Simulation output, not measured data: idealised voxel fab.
Title: Process Module voxel transistor to metal
Pictured: cross-section cut, 160 nm wide, on a grid of 5 nm square cells.
The cross-sections in this document take the form of a grid made of square cells. They are written out as bands, in order from top to bottom. Each band consists of one or more rows of cells. Per band: top height and bottom height in nm, followed by the left-to-right materials and their widths in nm; "throughout" marks a single material spanning edge to edge, "empty" marks empty space. Height reference: 0 = level under which incoming wafer is all one material. Lowest band: no bottom, runs on downward, e.g. "0 -> down". Width "30 to 40": first value at the band's top row of cells, second value at its bottom row, equal change from row to row. Where a step carries "no change", the cross-section came out of it unchanged, cell for cell. The list in "Encapsulated voids" covers empty spaces of 8 cells or more that cannot reach the top through any open way, and it gives each as width x height at distance; the distance is from the left edge, and width, height and distance are in nm. That trailing text on a step's line, after the settings, is the simulator's own remark on the step. overlay nm: where the mask lay relative to plan, measured to the right, on steps with a mask; negatives go left. Note: before/after cross-section pairs follow, one process step per pair, after-side truncated at the lowest changed band, step and settings given beneath. Different runs of this module on the same starting wafer may supply the pairs; a pair continues the one above only where the "Before-step section" entry says so.

Before-step section
    35 -> 25 | aC throughout
    25 -> 15 | SiO2 throughout
    15 -> 0 | SiO2=55 | SiN=5 | HfO2=5 | TiN=5 | W=15 | TiN=5 | HfO2=5 | SiN=5 | SiO2=60
    0 -> -5 | SiO2=55 | SiN=5 | HfO2=5 | TiN=25 | HfO2=5 | SiN=5 | SiO2=60
    -5 -> -10 | pSi=20 | SiO2=35 | HfO2=45 | SiO2=35 | pSi=25
    -10 -> -25 | pSi=15 | SiO2=125 | pSi=20
    -25 -> down | Si throughout
    Encapsulated voids: none

As Processed
    60 -> 35 | resist=20 | empty=20 | resist=75 | empty=20 | resist=25
    Below 35, the layers are the same as they were.
    Encapsulated voids: none
Formally, the process step situated between the two cross-sections above is PATTERN with tone open, mask id CONTACT, material resist, width nm 20, pitch nm 95, thk nm 25, overlay nm 0

Before-step section: The structure entering this step is exactly what the pair just above shows after its step.

As Processed
    50 -> 35 | resist=20 | empty=20 | resist=75 | empty=20 | resist=25
    35 -> 25 | aC=20 | empty=20 | aC=75 | empty=20 | aC=25
    Below 25, the layers are the same as they were.
    Encapsulated voids: none
Formally, the process step situated between the two cross-sections above is DIRECTIONAL_ETCH with etch materials aC, depth nm 10

Before-step section: The structure entering this step is exactly what the pair just above shows after its step.

As Processed
    35 -> 25 | aC=20 | empty=20 | aC=75 | empty=20 | aC=25
    Below 25, the layers are the same as they were.
    Encapsulated voids: none
Formally, the process step situated between the two cross-sections above is STRIP with etch materials resist

Before-step section: The structure entering this step is exactly what the pair just above shows after its step.

As Processed
    35 -> 25 | aC=20 | empty=20 | aC=75 | empty=20 | aC=25
    25 -> 15 | SiO2=20 | empty=20 | SiO2=75 | empty=20 | SiO2=25
    15 -> 0 | SiO2=20 | empty=20 | SiO2=15 | SiN=5 | HfO2=5 | TiN=5 | W=15 | TiN=5 | HfO2=5 | SiN=5 | SiO2=15 | empty=20 | SiO2=25
    0 -> -5 | SiO2=20 | empty=20 | SiO2=15 | SiN=5 | HfO2=5 | TiN=25 | HfO2=5 | SiN=5 | SiO2=15 | empty=20 | SiO2=25
    Below -5, the layers are the same as they were.
    Encapsulated voids: none
Formally, the process step situated between the two cross-sections above is DIRECTIONAL_ETCH with etch materials SiO2, depth nm 30

Before-step section: The structure entering this step is exactly what the pair just above shows after its step.

As Processed
    25 -> 15 | SiO2=20 | empty=20 | SiO2=75 | empty=20 | SiO2=25
    Below 15, the layers are the same as they were.
    Encapsulated voids: none
Formally, the process step situated between the two cross-sections above is STRIP with etch materials aC

Before-step section: The structure entering this step is exactly what the pair just above shows after its step.

As Processed
    30 -> 25 | TiN=25 | empty=10 | TiN=85 | empty=10 | TiN=30
    25 -> 15 | SiO2=20 | TiN=5 | empty=10 | TiN=5 | SiO2=75 | TiN=5 | empty=10 | TiN=5 | SiO2=25
    15 -> 0 | SiO2=20 | TiN=5 | empty=10 | TiN=5 | SiO2=15 | SiN=5 | HfO2=5 | TiN=5 | W=15 | TiN=5 | HfO2=5 | SiN=5 | SiO2=15 | TiN=5 | empty=10 | TiN=5 | SiO2=25
    0 -> -5 | SiO2=20 | TiN=20 | SiO2=15 | SiN=5 | HfO2=5 | TiN=25 | HfO2=5 | SiN=5 | SiO2=15 | TiN=20 | SiO2=25
    Below -5, the layers are the same as they were.
    Encapsulated voids: none
Formally, the process step situated between the two cross-sections above is CONFORMAL_DEP with material TiN, thk nm 5

Before-step section: The structure entering this step is exactly what the pair just above shows after its step.

As Processed
    35 -> 30 | Ru throughout
    30 -> 25 | TiN=25 | Ru=10 | TiN=85 | Ru=10 | TiN=30
    25 -> 15 | SiO2=20 | TiN=5 | Ru=10 | TiN=5 | SiO2=75 | TiN=5 | Ru=10 | TiN=5 | SiO2=25
    15 -> 0 | SiO2=20 | TiN=5 | Ru=10 | TiN=5 | SiO2=15 | SiN=5 | HfO2=5 | TiN=5 | W=15 | TiN=5 | HfO2=5 | SiN=5 | SiO2=15 | TiN=5 | Ru=10 | TiN=5 | SiO2=25
    Below 0, the layers are the same as they were.
    Encapsulated voids: none
Formally, the process step situated between the two cross-sections above is FILL_DEP with material Ru, thk nm 5

Before-step section: The structure entering this step is exactly what the pair just above shows after its step.

As Processed
    25 -> 15 | SiO2=20 | TiN=5 | Ru=10 | TiN=5 | SiO2=75 | TiN=5 | Ru=10 | TiN=5 | SiO2=25
    Below 15, the layers are the same as they were.
    Encapsulated voids: none
Formally, the process step situated between the two cross-sections above is CMP with height nm 25

Before-step section: The structure entering this step is exactly what the pair just above shows after its step.

As Processed
    30 -> 25 | TiN throughout
    Below 25, the layers are the same as they were.
    Encapsulated voids: none
Formally, the process step situated between the two cross-sections above is DIRECTIONAL_DEP with material TiN, thk nm 5

Before-step section: The structure entering this step is exactly what the pair just above shows after its step.

As Processed
    50 -> 30 | W throughout
    Below 30, the layers are the same as they were.
    Encapsulated voids: none
Formally, the process step situated between the two cross-sections above is DIRECTIONAL_DEP with material W, thk nm 20

Before-step section: The structure entering this step is exactly what the pair just above shows after its step.

As Processed
    50 -> 30 | empty=20 | W=20 | empty=75 | W=20 | empty=25
    Below 30, the layers are the same as they were.
    Encapsulated voids: none
Formally, the process step situated between the two cross-sections above is MASKED_ETCH with tone cover, mask id METAL_1, width nm 20, pitch nm 95, etch materials W, depth nm 20, overlay nm 0

Before-step section: The structure entering this step is exactly what the pair just above shows after its step.

As Processed
    50 -> 30 | empty=20 | W=20 | empty=75 | W=20 | empty=25
    30 -> 25 | empty=20 | TiN=20 | empty=75 | TiN=20 | empty=25
    Below 25, the layers are the same as they were.
    Encapsulated voids: none
Formally, the process step situated between the two cross-sections above is MASKED_ETCH with tone cover, mask id METAL_1, width nm 20, pitch nm 95, etch materials TiN, depth nm 5, overlay nm 0

Before-step section: The structure entering this step is exactly what the pair just above shows after its step.

As Processed
    55 -> 50 | empty=15 | SiCN=30 | empty=65 | SiCN=30 | empty=20
    50 -> 30 | empty=15 | SiCN=5 | W=20 | SiCN=5 | empty=65 | SiCN=5 | W=20 | SiCN=5 | empty=20
    30 -> 25 | SiCN=20 | TiN=20 | SiCN=75 | TiN=20 | SiCN=25
    Below 25, the layers are the same as they were.
    Encapsulated voids: none
Formally, the process step situated between the two cross-sections above is CONFORMAL_DEP with material SiCN, thk nm 5

Before-step section: The structure entering this step is exactly what the pair just above shows after its step.

As Processed
    65 -> 55 | lowk throughout
    55 -> 50 | lowk=15 | SiCN=30 | lowk=65 | SiCN=30 | lowk=20
    50 -> 30 | lowk=15 | SiCN=5 | W=20 | SiCN=5 | lowk=65 | SiCN=5 | W=20 | SiCN=5 | lowk=20
    Below 30, the layers are the same as they were.
    Encapsulated voids: none
Formally, the process step situated between the two cross-sections above is FILL_DEP with material lowk, thk nm 10

Before-step section: The structure entering this step is exactly what the pair just above shows after its step.

As Processed
    50 -> 30 | lowk=15 | SiCN=5 | W=20 | SiCN=5 | lowk=65 | SiCN=5 | W=20 | SiCN=5 | lowk=20
    Below 30, the layers are the same as they were.
    Encapsulated voids: none
Formally, the process step situated between the two cross-sections above is CMP with height nm 50

Before-step section: The structure entering this step is exactly what the pair just above shows after its step.

As Processed
    55 -> 50 | SiN throughout
    Below 50, the layers are the same as they were.
    Encapsulated voids: none
Formally, the process step situated between the two cross-sections above is CONFORMAL_DEP with material SiN, thk nm 5
